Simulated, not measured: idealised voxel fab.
voxel self aligned contacts: a process module
The width of the displayed cross-section, cut, is 235 nm; its cells are square, with a size of 5 nm.
The cross-sections in this document take the form of a grid made of square cells. They are written out as bands, in order from top to bottom. Each band consists of one or more rows of cells. Basically the band line says how high the top is and how high the bottom is, in nm, and then what's in it from left to right, every material with its width in nm. Empty space shows up as "empty", and if a single material carries "edge to edge" it runs the full band edge to edge. Zero point of the height axis is 0; under it, received wafer = one material. Lowest band: continues down indefinitely, "0 and below". Note: "30->40" means the width goes from the first number (top row of the band) to the second number (bottom row) in equal steps per row of cells. Key: "nothing different" - step with no changed cell in the cross-section. "Completely enclosed voids" means: voids of 8 cells or more that are shut off from the top with no open way through. Written width x height at distance, distance from the left edge, in nm. Formally, on a step line, whatever follows the settings is a remark that the simulator itself makes on the step. Each step line may optionally specify "overlay nm", which for a step with a mask gives the rightward distance between the mask's planned place and where it lay, a negative value indicating the leftward direction. Read the rest as pairs. Take the cross-section before one process step, then the cross-section after it, which shows only down to the lowest band that changed. Under the pair, find the step between them and its settings. Bear in mind that pairs may come from different runs of this module on the same starting wafer: link a pair to the pair above it only where its entry headed "Incoming profile" says to.
Incoming profile
  55 down to 50 = 50 of empty / 35 of SiN / 15 of empty / 35 of SiN / 15 of empty / 35 of SiN / 50 of empty
  50 down to 35 = SiN edge to edge
  35 down to 5 = polySi edge to edge
  5 down to 0 = SiO2 edge to edge
  0 and below = Si edge to edge
  Completely enclosed voids: none
Post-Process View
  50 down to 45 = 50 of empty / 35 of SiN / 15 of empty / 35 of SiN / 15 of empty / 35 of SiN / 50 of empty
  No changes below 45.
  Completely enclosed voids: none
Q: step between the cross-sections above? A: op DIRECTIONAL_ETCH | etch materials SiN | depth nm 5
Incoming profile: as shown after the step in the preceding pair, directly above.
Post-Process View
  65 down to 50 = SiO2 edge to edge
  50 down to 45 = 50 of SiO2 / 35 of SiN / 15 of SiO2 / 35 of SiN / 15 of SiO2 / 35 of SiN / 50 of SiO2
  No changes below 45.
  Completely enclosed voids: none
Q: step between the cross-sections above? A: op FILL_DEP | material SiO2 | thk nm 15
Incoming profile: as shown after the step in the preceding pair, directly above.
Post-Process View
  60 down to 50 = SiO2 edge to edge
  No changes below 50.
  Completely enclosed voids: none
Q: step between the cross-sections above? A: op CMP | height nm 60
Incoming profile: as shown after the step in the preceding pair, directly above.
Post-Process View
  75 down to 60 = 75 of resist / 35 of empty / 15 of resist / 35 of empty / 75 of resist
  No changes below 60.
  Completely enclosed voids: none
Q: step between the cross-sections above? A: op PATTERN | tone open | mask id CONTACT | material resist | width nm 35 | pitch nm 50 | thk nm 15 | overlay nm 0
Incoming profile: as shown after the step in the preceding pair, directly above.
Post-Process View
  75 down to 60 = 75 of resist / 35 of empty / 15 of resist / 35 of empty / 75 of resist
  60 down to 50 = 75 of SiO2 / 35 of empty / 15 of SiO2 / 35 of empty / 75 of SiO2
  50 down to 45 = 50 of SiO2 / 35 of SiN / 15 of empty / 35 of SiN / 15 of empty / 35 of SiN / 50 of SiO2
  No changes below 45.
  Completely enclosed voids: none
Q: step between the cross-sections above? A: op DIRECTIONAL_ETCH | etch materials SiO2 | depth nm 60
Incoming profile: as shown after the step in the preceding pair, directly above.
Post-Process View
  60 down to 50 = 75 of SiO2 / 35 of empty / 15 of SiO2 / 35 of empty / 75 of SiO2
  No changes below 50.
  Completely enclosed voids: none
Q: step between the cross-sections above? A: op STRIP | etch materials resist
Incoming profile: as shown after the step in the preceding pair, directly above.
Post-Process View
  65 down to 60 = 80 of TiN / 25 of empty / 25 of TiN / 25 of empty / 80 of TiN
  60 down to 50 = 75 of SiO2 / 5->15 of TiN / 25->5 of empty / 5->15 of TiN / 15 of SiO2 / 5->15 of TiN / 25->5 of empty / 5->15 of TiN / 75 of SiO2
  50 down to 45 = 50 of SiO2 / 35 of SiN / 15 of TiN / 35 of SiN / 15 of TiN / 35 of SiN / 50 of SiO2
  No changes below 45.
  Completely enclosed voids: none
Q: step between the cross-sections above? A: op CONFORMAL_DEP | material TiN | thk nm 5
Incoming profile: as shown after the step in the preceding pair, directly above.
Post-Process View
  75 down to 65 = Ru edge to edge
  65 down to 60 = 80 of TiN / 25 of Ru / 25 of TiN / 25 of Ru / 80 of TiN
  60 down to 50 = 75 of SiO2 / 5->15 of TiN / 25->5 of Ru / 5->15 of TiN / 15 of SiO2 / 5->15 of TiN / 25->5 of Ru / 5->15 of TiN / 75 of SiO2
  No changes below 50.
  Completely enclosed voids: none
Q: step between the cross-sections above? A: op FILL_DEP | material Ru | thk nm 10
Incoming profile: as shown after the step in the preceding pair, directly above.
Post-Process View
  60 down to 50 = 75 of SiO2 / 5->15 of TiN / 25->5 of Ru / 5->15 of TiN / 15 of SiO2 / 5->15 of TiN / 25->5 of Ru / 5->15 of TiN / 75 of SiO2
  No changes below 50.
  Completely enclosed voids: none
Q: step between the cross-sections above? A: op CMP | height nm 60
Incoming profile: as shown after the step in the preceding pair, directly above.
Post-Process View
  65 down to 60 = SiCN edge to edge
  No changes below 60.
  Completely enclosed voids: none
Q: step between the cross-sections above? A: op CONFORMAL_DEP | material SiCN | thk nm 5
Incoming profile
  50 down to 35 = SiN edge to edge
  35 down to 5 = polySi edge to edge
  5 down to 0 = SiO2 edge to edge
  0 and below = Si edge to edge
  Completely enclosed voids: none
Post-Process View
  70 down to 50 = 60 of empty / 20 of resist / 30 of empty / 20 of resist / 30 of empty / 20 of resist / 55 of empty
  No changes below 50.
  Completely enclosed voids: none
Q: step between the cross-sections above? A: op PATTERN | tone cover | mask id GATE | material resist | width nm 20 | pitch nm 50 | thk nm 20 | overlay nm 0
Incoming profile: as shown after the step in the preceding pair, directly above.
Post-Process View
  70 down to 50 = 60 of empty / 20 of resist / 30 of empty / 20 of resist / 30 of empty / 20 of resist / 55 of empty
  50 down to 35 = 60 of empty / 20 of SiN / 30 of empty / 20 of SiN / 30 of empty / 20 of SiN / 55 of empty
  No changes below 35.
  Completely enclosed voids: none
Q: step between the cross-sections above? A: op DIRECTIONAL_ETCH | etch materials SiN | depth nm 15
Incoming profile: as shown after the step in the preceding pair, directly above.
Post-Process View
  70 down to 50 = 60 of empty / 20 of resist / 30 of empty / 20 of resist / 30 of empty / 20 of resist / 55 of empty
  50 down to 35 = 60 of empty / 20 of SiN / 30 of empty / 20 of SiN / 30 of empty / 20 of SiN / 55 of empty
  35 down to 5 = 60 of empty / 20 of polySi / 30 of empty / 20 of polySi / 30 of empty / 20 of polySi / 55 of empty
  No changes below 5.
  Completely enclosed voids: none
Q: step between the cross-sections above? A: op DIRECTIONAL_ETCH | etch materials polySi | depth nm 30
Incoming profile: as shown after the step in the preceding pair, directly above.
Post-Process View
  50 down to 35 = 60 of empty / 20 of SiN / 30 of empty / 20 of SiN / 30 of empty / 20 of SiN / 55 of empty
  No changes below 35.
  Completely enclosed voids: none
Q: step between the cross-sections above? A: op STRIP | etch materials resist
Incoming profile: as shown after the step in the preceding pair, directly above.
Post-Process View
  55 down to 35 = 55 of empty / 30 of SiN / 20 of empty / 30 of SiN / 20 of empty / 30 of SiN / 50 of empty
  35 down to 10 = 55 of empty / 5 of SiN / 20 of polySi / 5 of SiN / 20 of empty / 5 of SiN / 20 of polySi / 5 of SiN / 20 of empty / 5 of SiN / 20 of polySi / 5 of SiN / 50 of empty
  10 down to 5 = 60 of SiN / 20 of polySi / 30 of SiN / 20 of polySi / 30 of SiN / 20 of polySi / 55 of SiN
  No changes below 5.
  Completely enclosed voids: none
Q: step between the cross-sections above? A: op CONFORMAL_DEP | material SiN | thk nm 5
Incoming profile: as shown after the step in the preceding pair, directly above.
Post-Process View
  50 down to 35 = 55 of empty / 30 of SiN / 20 of empty / 30 of SiN / 20 of empty / 30 of SiN / 50 of empty
  35 down to 5 = 55 of empty / 5 of SiN / 20 of polySi / 5 of SiN / 20 of empty / 5 of SiN / 20 of polySi / 5 of SiN / 20 of empty / 5 of SiN / 20 of polySi / 5 of SiN / 50 of empty
  No changes below 5.
  Completely enclosed voids: none
Q: step between the cross-sections above? A: op DIRECTIONAL_ETCH | etch materials SiN | depth nm 5
Incoming profile: as shown after the step in the preceding pair, directly above.
Post-Process View
  65 down to 50 = SiO2 edge to edge
  50 down to 35 = 55 of SiO2 / 30 of SiN / 20 of SiO2 / 30 of SiN / 20 of SiO2 / 30 of SiN / 50 of SiO2
  35 down to 5 = 55 of SiO2 / 5 of SiN / 20 of polySi / 5 of SiN / 20 of SiO2 / 5 of SiN / 20 of polySi / 5 of SiN / 20 of SiO2 / 5 of SiN / 20 of polySi / 5 of SiN / 50 of SiO2
  No changes below 5.
  Completely enclosed voids: none
Q: step between the cross-sections above? A: op FILL_DEP | material SiO2 | thk nm 15
Incoming profile: as shown after the step in the preceding pair, directly above.
Post-Process View
  60 down to 50 = SiO2 edge to edge
  No changes below 50.
  Completely enclosed voids: none
Q: step between the cross-sections above? A: op CMP | height nm 60
Incoming profile: as shown after the step in the preceding pair, directly above.
Post-Process View
  75 down to 60 = 75 of resist / 35 of empty / 15 of resist / 35 of empty / 75 of resist
  No changes below 60.
  Completely enclosed voids: none
Q: step between the cross-sections above? A: op PATTERN | tone open | mask id CONTACT | material resist | width nm 35 | pitch nm 50 | thk nm 15 | overlay nm 0
Incoming profile: as shown after the step in the preceding pair, directly above.
Post-Process View
  75 down to 60 = 75 of resist / 35 of empty / 15 of resist / 35 of empty / 75 of resist
  60 down to 50 = 75 of SiO2 / 35 of empty / 15 of SiO2 / 35 of empty / 75 of SiO2
  50 down to 35 = 55 of SiO2 / 30 of SiN / 20 of empty / 30 of SiN / 20 of empty / 30 of SiN / 50 of SiO2
  35 down to 5 = 55 of SiO2 / 5 of SiN / 20 of polySi / 5 of SiN / 20 of empty / 5 of SiN / 20 of polySi / 5 of SiN / 20 of empty / 5 of SiN / 20 of polySi / 5 of SiN / 50 of SiO2
  5 down to 0 = 85 of SiO2 / 20 of empty / 30 of SiO2 / 20 of empty / 80 of SiO2
  No changes below 0.
  Completely enclosed voids: none
Q: step between the cross-sections above? A: op DIRECTIONAL_ETCH | etch materials SiO2 | depth nm 60
Incoming profile: as shown after the step in the preceding pair, directly above.
Post-Process View
  60 down to 50 = 75 of SiO2 / 35 of empty / 15 of SiO2 / 35 of empty / 75 of SiO2
  No changes below 50.
  Completely enclosed voids: none
Q: step between the cross-sections above? A: op STRIP | etch materials resist
Incoming profile: as shown after the step in the preceding pair, directly above.
Post-Process View
  65 down to 60 = 80 of TiN / 25 of empty / 25 of TiN / 25 of empty / 80 of TiN
  60 down to 50 = 75 of SiO2 / 5->15 of TiN / 25->10 of empty / 5->10 of TiN / 15 of SiO2 / 5->15 of TiN / 25->10 of empty / 5->10 of TiN / 75 of SiO2
  50 down to 35 = 55 of SiO2 / 30 of SiN / 5 of TiN / 10 of empty / 5 of TiN / 30 of SiN / 5 of TiN / 10 of empty / 5 of TiN / 30 of SiN / 50 of SiO2
  35 down to 5 = 55 of SiO2 / 5 of SiN / 20 of polySi / 5 of SiN / 5 of TiN / 10 of empty / 5 of TiN / 5 of SiN / 20 of polySi / 5 of SiN / 5 of TiN / 10 of empty / 5 of TiN / 5 of SiN / 20 of polySi / 5 of SiN / 50 of SiO2
  5 down to 0 = 85 of SiO2 / 20 of TiN / 30 of SiO2 / 20 of TiN / 80 of SiO2
  No changes below 0.
  Completely enclosed voids: none
Q: step between the cross-sections above? A: op CONFORMAL_DEP | material TiN | thk nm 5
Incoming profile: as shown after the step in the preceding pair, directly above.
Post-Process View
  75 down to 65 = Ru edge to edge
  65 down to 60 = 80 of TiN / 25 of Ru / 25 of TiN / 25 of Ru / 80 of TiN
  60 down to 50 = 75 of SiO2 / 5->15 of TiN / 25->10 of Ru / 5->10 of TiN / 15 of SiO2 / 5->15 of TiN / 25->10 of Ru / 5->10 of TiN / 75 of SiO2
  50 down to 35 = 55 of SiO2 / 30 of SiN / 5 of TiN / 10 of Ru / 5 of TiN / 30 of SiN / 5 of TiN / 10 of Ru / 5 of TiN / 30 of SiN / 50 of SiO2
  35 down to 5 = 55 of SiO2 / 5 of SiN / 20 of polySi / 5 of SiN / 5 of TiN / 10 of Ru / 5 of TiN / 5 of SiN / 20 of polySi / 5 of SiN / 5 of TiN / 10 of Ru / 5 of TiN / 5 of SiN / 20 of polySi / 5 of SiN / 50 of SiO2
  No changes below 5.
  Completely enclosed voids: none
Q: step between the cross-sections above? A: op FILL_DEP | material Ru | thk nm 10
Incoming profile: as shown after the step in the preceding pair, directly above.
Post-Process View
  60 down to 50 = 75 of SiO2 / 5->15 of TiN / 25->10 of Ru / 5->10 of TiN / 15 of SiO2 / 5->15 of TiN / 25->10 of Ru / 5->10 of TiN / 75 of SiO2
  No changes below 50.
  Completely enclosed voids: none
Q: step between the cross-sections above? A: op CMP | height nm 60
Incoming profile: as shown after the step in the preceding pair, directly above.
Post-Process View
  65 down to 60 = SiCN edge to edge
  No changes below 60.
  Completely enclosed voids: none
Q: step between the cross-sections above? A: op CONFORMAL_DEP | material SiCN | thk nm 5
Incoming profile
  60 down to 50 = SiO2 edge to edge
  50 down to 35 = 50 of SiO2 / 35 of SiN / 15 of SiO2 / 35 of SiN / 15 of SiO2 / 35 of SiN / 50 of SiO2
  35 down to 5 = 50 of SiO2 / 5 of SiN / 25 of polySi / 5 of SiN / 15 of SiO2 / 5 of SiN / 25 of polySi / 5 of SiN / 15 of SiO2 / 5 of SiN / 25 of polySi / 5 of SiN / 50 of SiO2
  5 down to 0 = SiO2 edge to edge
  0 and below = Si edge to edge
  Completely enclosed voids: none
Post-Process View
  75 down to 60 = 80 of resist / 35 of empty / 15 of resist / 35 of empty / 70 of resist
  No changes below 60.
  Completely enclosed voids: none
Q: step between the cross-sections above? A: op PATTERN | tone open | mask id CONTACT | material resist | width nm 35 | pitch nm 50 | thk nm 15 | overlay nm 5
Incoming profile: as shown after the step in the preceding pair, directly above.
Post-Process View
  75 down to 60 = 80 of resist / 35 of empty / 15 of resist / 35 of empty / 70 of resist
  60 down to 50 = 80 of SiO2 / 35 of empty / 15 of SiO2 / 35 of empty / 70 of SiO2
  50 down to 35 = 50 of SiO2 / 35 of SiN / 15 of empty / 35 of SiN / 15 of empty / 35 of SiN / 50 of SiO2
  35 down to 5 = 50 of SiO2 / 5 of SiN / 25 of polySi / 5 of SiN / 15 of empty / 5 of SiN / 25 of polySi / 5 of SiN / 15 of empty / 5 of SiN / 25 of polySi / 5 of SiN / 50 of SiO2
  5 down to 0 = 85 of SiO2 / 15 of empty / 35 of SiO2 / 15 of empty / 85 of SiO2
  No changes below 0.
  Completely enclosed voids: none
Q: step between the cross-sections above? A: op DIRECTIONAL_ETCH | etch materials SiO2 | depth nm 60
Incoming profile: as shown after the step in the preceding pair, directly above.
Post-Process View
  60 down to 50 = 80 of SiO2 / 35 of empty / 15 of SiO2 / 35 of empty / 70 of SiO2
  No changes below 50.
  Completely enclosed voids: none
Q: step between the cross-sections above? A: op STRIP | etch materials resist
Incoming profile: as shown after the step in the preceding pair, directly above.
Post-Process View
  65 down to 60 = 85 of TiN / 25 of empty / 25 of TiN / 25 of empty / 75 of TiN
  60 down to 50 = 80 of SiO2 / 5->10 of TiN / 25->5 of empty / 5->20 of TiN / 15 of SiO2 / 5->10 of TiN / 25->5 of empty / 5->20 of TiN / 70 of SiO2
  50 down to 35 = 50 of SiO2 / 35 of SiN / 5 of TiN / 5 of empty / 5 of TiN / 35 of SiN / 5 of TiN / 5 of empty / 5 of TiN / 35 of SiN / 50 of SiO2
  35 down to 5 = 50 of SiO2 / 5 of SiN / 25 of polySi / 5 of SiN / 5 of TiN / 5 of empty / 5 of TiN / 5 of SiN / 25 of polySi / 5 of SiN / 5 of TiN / 5 of empty / 5 of TiN / 5 of SiN / 25 of polySi / 5 of SiN / 50 of SiO2
  5 down to 0 = 85 of SiO2 / 15 of TiN / 35 of SiO2 / 15 of TiN / 85 of SiO2
  No changes below 0.
  Completely enclosed voids: none
Q: step between the cross-sections above? A: op CONFORMAL_DEP | material TiN | thk nm 5
Incoming profile: as shown after the step in the preceding pair, directly above.
Post-Process View
  75 down to 65 = Ru edge to edge
  65 down to 60 = 85 of TiN / 25 of Ru / 25 of TiN / 25 of Ru / 75 of TiN
  60 down to 50 = 80 of SiO2 / 5->10 of TiN / 25->5 of Ru / 5->20 of TiN / 15 of SiO2 / 5->10 of TiN / 25->5 of Ru / 5->20 of TiN / 70 of SiO2
  50 down to 35 = 50 of SiO2 / 35 of SiN / 5 of TiN / 5 of Ru / 5 of TiN / 35 of SiN / 5 of TiN / 5 of Ru / 5 of TiN / 35 of SiN / 50 of SiO2
  35 down to 5 = 50 of SiO2 / 5 of SiN / 25 of polySi / 5 of SiN / 5 of TiN / 5 of Ru / 5 of TiN / 5 of SiN / 25 of polySi / 5 of SiN / 5 of TiN / 5 of Ru / 5 of TiN / 5 of SiN / 25 of polySi / 5 of SiN / 50 of SiO2
  No changes below 5.
  Completely enclosed voids: none
Q: step between the cross-sections above? A: op FILL_DEP | material Ru | thk nm 10
Incoming profile: as shown after the step in the preceding pair, directly above.
Post-Process View
  60 down to 50 = 80 of SiO2 / 5->10 of TiN / 25->5 of Ru / 5->20 of TiN / 15 of SiO2 / 5->10 of TiN / 25->5 of Ru / 5->20 of TiN / 70 of SiO2
  No changes below 50.
  Completely enclosed voids: none
Q: step between the cross-sections above? A: op CMP | height nm 60
Incoming profile: as shown after the step in the preceding pair, directly above.
Post-Process View
  65 down to 60 = SiCN edge to edge
  No changes below 60.
  Completely enclosed voids: none
Q: step between the cross-sections above? A: op CONFORMAL_DEP | material SiCN | thk nm 5
Incoming profile
  35 down to 5 = polySi edge to edge
  5 down to 0 = SiO2 edge to edge
  0 and below = Si edge to edge
  Completely enclosed voids: none
Post-Process View
  50 down to 35 = SiO2 edge to edge
  No changes below 35.
  Completely enclosed voids: none
Q: step between the cross-sections above? A: op DIRECTIONAL_DEP | material SiO2 | thk nm 15
Incoming profile: as shown after the step in the preceding pair, directly above.
Post-Process View
  70 down to 50 = 55 of empty / 25 of resist / 25 of empty / 25 of resist / 25 of empty / 25 of resist / 55 of empty
  No changes below 50.
  Completely enclosed voids: none
Q: step between the cross-sections above? A: op PATTERN | tone cover | mask id GATE | material resist | width nm 25 | pitch nm 50 | thk nm 20 | overlay nm 0
Incoming profile: as shown after the step in the preceding pair, directly above.
Post-Process View
  50 down to 35 = SiO2 edge to edge
  No changes below 35.
  Completely enclosed voids: none
Q: step between the cross-sections above? A: op STRIP | etch materials resist
Incoming profile: as shown after the step in the preceding pair, directly above.
Post-Process View
  55 down to 50 = SiN edge to edge
  No changes below 50.
  Completely enclosed voids: none
Q: step between the cross-sections above? A: op CONFORMAL_DEP | material SiN | thk nm 5
Incoming profile: as shown after the step in the preceding pair, directly above.
Post-Process View
  50 down to 35 = SiO2 edge to edge
  No changes below 35.
  Completely enclosed voids: none
Q: step between the cross-sections above? A: op DIRECTIONAL_ETCH | etch materials SiN | depth nm 5
Incoming profile: as shown after the step in the preceding pair, directly above.
Post-Process View
  65 down to 35 = SiO2 edge to edge
  No changes below 35.
  Completely enclosed voids: none
Q: step between the cross-sections above? A: op FILL_DEP | material SiO2 | thk nm 15
Incoming profile: as shown after the step in the preceding pair, directly above.
Post-Process View
  60 down to 35 = SiO2 edge to edge
  No changes below 35.
  Completely enclosed voids: none
Q: step between the cross-sections above? A: op CMP | height nm 60
Incoming profile: as shown after the step in the preceding pair, directly above.
Post-Process View
  75 down to 60 = 75 of resist / 35 of empty / 15 of resist / 35 of empty / 75 of resist
  No changes below 60.
  Completely enclosed voids: none
Q: step between the cross-sections above? A: op PATTERN | tone open | mask id CONTACT | material resist | width nm 35 | pitch nm 50 | thk nm 15 | overlay nm 0
Incoming profile: as shown after the step in the preceding pair, directly above.
Post-Process View
  75 down to 60 = 75 of resist / 35 of empty / 15 of resist / 35 of empty / 75 of resist
  60 down to 35 = 75 of SiO2 / 35 of empty / 15 of SiO2 / 35 of empty / 75 of SiO2
  No changes below 35.
  Completely enclosed voids: none
Q: step between the cross-sections above? A: op DIRECTIONAL_ETCH | etch materials SiO2 | depth nm 60
Incoming profile: as shown after the step in the preceding pair, directly above.
Post-Process View
  60 down to 35 = 75 of SiO2 / 35 of empty / 15 of SiO2 / 35 of empty / 75 of SiO2
  No changes below 35.
  Completely enclosed voids: none
Q: step between the cross-sections above? A: op STRIP | etch materials resist
Incoming profile: as shown after the step in the preceding pair, directly above.
Post-Process View
  65 down to 60 = 80 of TiN / 25 of empty / 25 of TiN / 25 of empty / 80 of TiN
  60 down to 40 = 75 of SiO2 / 5 of TiN / 25 of empty / 5 of TiN / 15 of SiO2 / 5 of TiN / 25 of empty / 5 of TiN / 75 of SiO2
  40 down to 35 = 75 of SiO2 / 35 of TiN / 15 of SiO2 / 35 of TiN / 75 of SiO2
  No changes below 35.
  Completely enclosed voids: none
Q: step between the cross-sections above? A: op CONFORMAL_DEP | material TiN | thk nm 5
Incoming profile: as shown after the step in the preceding pair, directly above.
Post-Process View
  75 down to 65 = Ru edge to edge
  65 down to 60 = 80 of TiN / 25 of Ru / 25 of TiN / 25 of Ru / 80 of TiN
  60 down to 40 = 75 of SiO2 / 5 of TiN / 25 of Ru / 5 of TiN / 15 of SiO2 / 5 of TiN / 25 of Ru / 5 of TiN / 75 of SiO2
  No changes below 40.
  Completely enclosed voids: none
Q: step between the cross-sections above? A: op FILL_DEP | material Ru | thk nm 10
Incoming profile: as shown after the step in the preceding pair, directly above.
Post-Process View
  60 down to 40 = 75 of SiO2 / 5 of TiN / 25 of Ru / 5 of TiN / 15 of SiO2 / 5 of TiN / 25 of Ru / 5 of TiN / 75 of SiO2
  No changes below 40.
  Completely enclosed voids: none
Q: step between the cross-sections above? A: op CMP | height nm 60
Incoming profile: as shown after the step in the preceding pair, directly above.
Post-Process View
  65 down to 60 = SiCN edge to edge
  No changes below 60.
  Completely enclosed voids: none
Q: step between the cross-sections above? A: op CONFORMAL_DEP | material SiCN | thk nm 5
Incoming profile
  60 down to 50 = SiO2 edge to edge
  50 down to 35 = 50 of SiO2 / 35 of SiN / 15 of SiO2 / 35 of SiN / 15 of SiO2 / 35 of SiN / 50 of SiO2
  35 down to 5 = 50 of SiO2 / 5 of SiN / 25 of polySi / 5 of SiN / 15 of SiO2 / 5 of SiN / 25 of polySi / 5 of SiN / 15 of SiO2 / 5 of SiN / 25 of polySi / 5 of SiN / 50 of SiO2
  5 down to 0 = SiO2 edge to edge
  0 and below = Si edge to edge
  Completely enclosed voids: none
Post-Process View
  75 down to 60 = 75 of empty / 35 of resist / 15 of empty / 35 of resist / 75 of empty
  No changes below 60.
  Completely enclosed voids: none
Q: step between the cross-sections above? A: op PATTERN | tone cover | mask id CONTACT | material resist | width nm 35 | pitch nm 50 | thk nm 15 | overlay nm 0
Incoming profile: as shown after the step in the preceding pair, directly above.
Post-Process View
  75 down to 60 = 75 of empty / 35 of resist / 15 of empty / 35 of resist / 75 of empty
  60 down to 50 = 75 of empty / 35 of SiO2 / 15 of empty / 35 of SiO2 / 75 of empty
  50 down to 35 = 50 of empty / 35 of SiN / 15 of SiO2 / 35 of SiN / 15 of SiO2 / 35 of SiN / 50 of empty
  35 down to 5 = 50 of empty / 5 of SiN / 25 of polySi / 5 of SiN / 15 of SiO2 / 5 of SiN / 25 of polySi / 5 of SiN / 15 of SiO2 / 5 of SiN / 25 of polySi / 5 of SiN / 50 of empty
  5 down to 0 = 50 of empty / 135 of SiO2 / 50 of empty
  No changes below 0.
  Completely enclosed voids: none
Q: step between the cross-sections above? A: op DIRECTIONAL_ETCH | etch materials SiO2 | depth nm 60
Incoming profile: as shown after the step in the preceding pair, directly above.
Post-Process View
  60 down to 50 = 75 of empty / 35 of SiO2 / 15 of empty / 35 of SiO2 / 75 of empty
  No changes below 50.
  Completely enclosed voids: none
Q: step between the cross-sections above? A: op STRIP | etch materials resist
Incoming profile: as shown after the step in the preceding pair, directly above.
Post-Process View
  65 down to 60 = 70 of empty / 45 of TiN / 5 of empty / 45 of TiN / 70 of empty
  60 down to 55 = 70 of empty / 5 of TiN / 35 of SiO2 / 5 of TiN / 5 of empty / 5 of TiN / 35 of SiO2 / 5 of TiN / 70 of empty
  55 down to 50 = 45 of empty / 30 of TiN / 35 of SiO2 / 15 of TiN / 35 of SiO2 / 30 of TiN / 45 of empty
  50 down to 35 = 45 of empty / 5 of TiN / 35 of SiN / 15 of SiO2 / 35 of SiN / 15 of SiO2 / 35 of SiN / 5 of TiN / 45 of empty
  35 down to 5 = 45 of empty / 5 of TiN / 5 of SiN / 25 of polySi / 5 of SiN / 15 of SiO2 / 5 of SiN / 25 of polySi / 5 of SiN / 15 of SiO2 / 5 of SiN / 25 of polySi / 5 of SiN / 5 of TiN / 45 of empty
  5 down to 0 = 50 of TiN / 135 of SiO2 / 50 of TiN
  No changes below 0.
  Completely enclosed voids: none
Q: step between the cross-sections above? A: op CONFORMAL_DEP | material TiN | thk nm 5
Incoming profile: as shown after the step in the preceding pair, directly above.
Post-Process View
  75 down to 65 = Ru edge to edge
  65 down to 60 = 70 of Ru / 45 of TiN / 5 of Ru / 45 of TiN / 70 of Ru
  60 down to 55 = 70 of Ru / 5 of TiN / 35 of SiO2 / 5 of TiN / 5 of Ru / 5 of TiN / 35 of SiO2 / 5 of TiN / 70 of Ru
  55 down to 50 = 45 of Ru / 30 of TiN / 35 of SiO2 / 15 of TiN / 35 of SiO2 / 30 of TiN / 45 of Ru
  50 down to 35 = 45 of Ru / 5 of TiN / 35 of SiN / 15 of SiO2 / 35 of SiN / 15 of SiO2 / 35 of SiN / 5 of TiN / 45 of Ru
  35 down to 5 = 45 of Ru / 5 of TiN / 5 of SiN / 25 of polySi / 5 of SiN / 15 of SiO2 / 5 of SiN / 25 of polySi / 5 of SiN / 15 of SiO2 / 5 of SiN / 25 of polySi / 5 of SiN / 5 of TiN / 45 of Ru
  No changes below 5.
  Completely enclosed voids: none
Q: step between the cross-sections above? A: op FILL_DEP | material Ru | thk nm 10
Incoming profile: as shown after the step in the preceding pair, directly above.
Post-Process View
  60 down to 55 = 70 of Ru / 5 of TiN / 35 of SiO2 / 5 of TiN / 5 of Ru / 5 of TiN / 35 of SiO2 / 5 of TiN / 70 of Ru
  No changes below 55.
  Completely enclosed voids: none
Q: step between the cross-sections above? A: op CMP | height nm 60
Incoming profile: as shown after the step in the preceding pair, directly above.
Post-Process View
  65 down to 60 = SiCN edge to edge
  No changes below 60.
  Completely enclosed voids: none
Q: step between the cross-sections above? A: op CONFORMAL_DEP | material SiCN | thk nm 5
